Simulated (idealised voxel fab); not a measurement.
process module | voxel capacitor over wiring
cross-section cut | 300 nm wide | cells 5 nm
A cross-section is a grid of square cells, given in bands from the top down. A band is one or more rows of cells.
Each band's line starts with the height of the band's top and of its bottom, in nm. Then come its materials from left to right, each with its width in nm. One material with "throughout" fills the band from edge to edge. "air" is empty space.
Height 0 is the level under which the wafer as received is all one material. The lowest band goes on downwards, as in "0 down".
A width such as "30 to 40" changes by the same amount from each row of cells to the next, from the band's top row to its bottom row.
"no change" after a step means that no cell of the cross-section changed.
closed voids: empty space of 8 cells or more with no open way to the top, each as width x height at its distance from the left edge, in nm
after a step's settings: what the simulator itself notes on the step
overlay nm, on a step with a mask: how far to the right of its planned place the mask lay; to the left if negative
plan
1 op RECEIVE | material Si
2 op CONFORMAL_DEP | material SiO2 | thk nm 10
3 op CONFORMAL_DEP | material SiN | thk nm 5
4 op DIRECTIONAL_DEP | material SiO2 | thk nm 25
5 op DIRECTIONAL_DEP | material aC | thk nm 10
6 op PATTERN | tone open | mask id METAL_1 | material resist | width nm 30 | pitch nm 85 | thk nm 30 | overlay nm 0
7 op DIRECTIONAL_ETCH | etch materials aC | depth nm 10
8 op STRIP | etch materials resist
9 op DIRECTIONAL_ETCH | etch materials SiO2 | depth nm 25
10 op DIRECTIONAL_ETCH | etch materials SiN | depth nm 5
11 op STRIP | etch materials aC
12 op CONFORMAL_DEP | material TiN | thk nm 5
13 op FILL_DEP | material Cu | thk nm 10
14 op CMP | height nm 40
15 op CONFORMAL_DEP | material SiCN | thk nm 5
16 op DIRECTIONAL_DEP | material lowk | thk nm 20
17 op MASKED_ETCH | tone open | mask id PLUG_1 | width nm 15 | etch materials lowk | depth nm 20 | overlay nm 0
18 op MASKED_ETCH | tone open | mask id PLUG_1 | width nm 15 | etch materials SiCN | depth nm 5 | overlay nm 0
19 op EPI | material Ru | thk nm 10
20 op EPI | material Ru | thk nm 10
21 op EPI | material Ru | thk nm 5
22 op DIRECTIONAL_DEP | material TiN | thk nm 10
23 op DIRECTIONAL_DEP | material SiN | thk nm 5
24 op DIRECTIONAL_DEP | material TiN | thk nm 5
25 op MASKED_ETCH | tone cover | mask id UPPER_PLATE | width nm 60 | etch materials TiN | depth nm 5 | overlay nm 0
26 op MASKED_ETCH | tone cover | mask id UPPER_PLATE | width nm 60 | etch materials SiN | depth nm 5 | overlay nm 0
27 op PATTERN | tone cover | mask id LOWER_PLATE | material resist | width nm 70 | thk nm 15 | overlay nm 0
28 op DIRECTIONAL_ETCH | etch materials TiN | depth nm 10
29 op STRIP | etch materials resist
30 op FILL_DEP | material SiO2 | thk nm 15
31 op CMP | height nm 95
32 op MASKED_ETCH | tone open | mask id PLUG_2 | width nm 15 | etch materials SiO2 | depth nm 10 | overlay nm 0
33 op CONFORMAL_DEP | material TiN | thk nm 5
34 op FILL_DEP | material W | thk nm 5
35 op CMP | height nm 95
36 op CONFORMAL_DEP | material SiCN | thk nm 5
as received, after step 1
  0 down: Si throughout
  closed voids: none
first wafer at the end, as planned
  100 to 95: SiCN throughout
  95 to 90: SiO2 115 | TiN 5 | W 5 | TiN 5 | SiO2 170
  90 to 80: SiO2 115 to 105 | TiN 15 to 60 | SiO2 170 to 135
  80 to 75: SiO2 105 | SiN 60 | SiO2 135
  75 to 65: SiO2 100 | TiN 70 | SiO2 130
  65 to 45: lowk 105 | Ru 15 | lowk 180
  45 to 40: SiCN 105 | Ru 15 | SiCN 180
  40 to 15: SiO2 90 | TiN 5 | Cu 20 | TiN 5 | SiO2 55 | TiN 5 | Cu 20 | TiN 5 | SiO2 95
  15 to 10: SiN 90 | TiN 30 | SiN 55 | TiN 30 | SiN 95
  10 to 0: SiO2 throughout
  0 down: Si throughout
  closed voids: none
second wafer at the end: like start, like plan, one mistake
  100 to 95: SiCN throughout
  95 to 90: SiO2 115 | TiN 5 | W 5 | TiN 5 | SiO2 170
  90 to 80: SiO2 115 to 105 | TiN 15 to 55 | SiO2 170 to 140
  80 to 75: SiO2 105 | SiN 60 | SiO2 135
  75 to 65: SiO2 90 | TiN 75 | SiO2 135
  65 to 45: lowk 105 | Ru 15 | lowk 180
  45 to 40: SiCN 105 | Ru 15 | SiCN 180
  40 to 15: SiO2 90 | TiN 5 | Cu 20 | TiN 5 | SiO2 55 | TiN 5 | Cu 20 | TiN 5 | SiO2 95
  15 to 10: SiN 90 | TiN 30 | SiN 55 | TiN 30 | SiN 95
  10 to 0: SiO2 throughout
  0 down: Si throughout
  closed voids: none
what went wrong: step 27 ran as: op PATTERN | tone cover | mask id LOWER_PLATE | material resist | width nm 70 | thk nm 15 | overlay nm -10
at the end the second wafer has, in cells: 1 fewer of SiO2 | 1 more of TiN
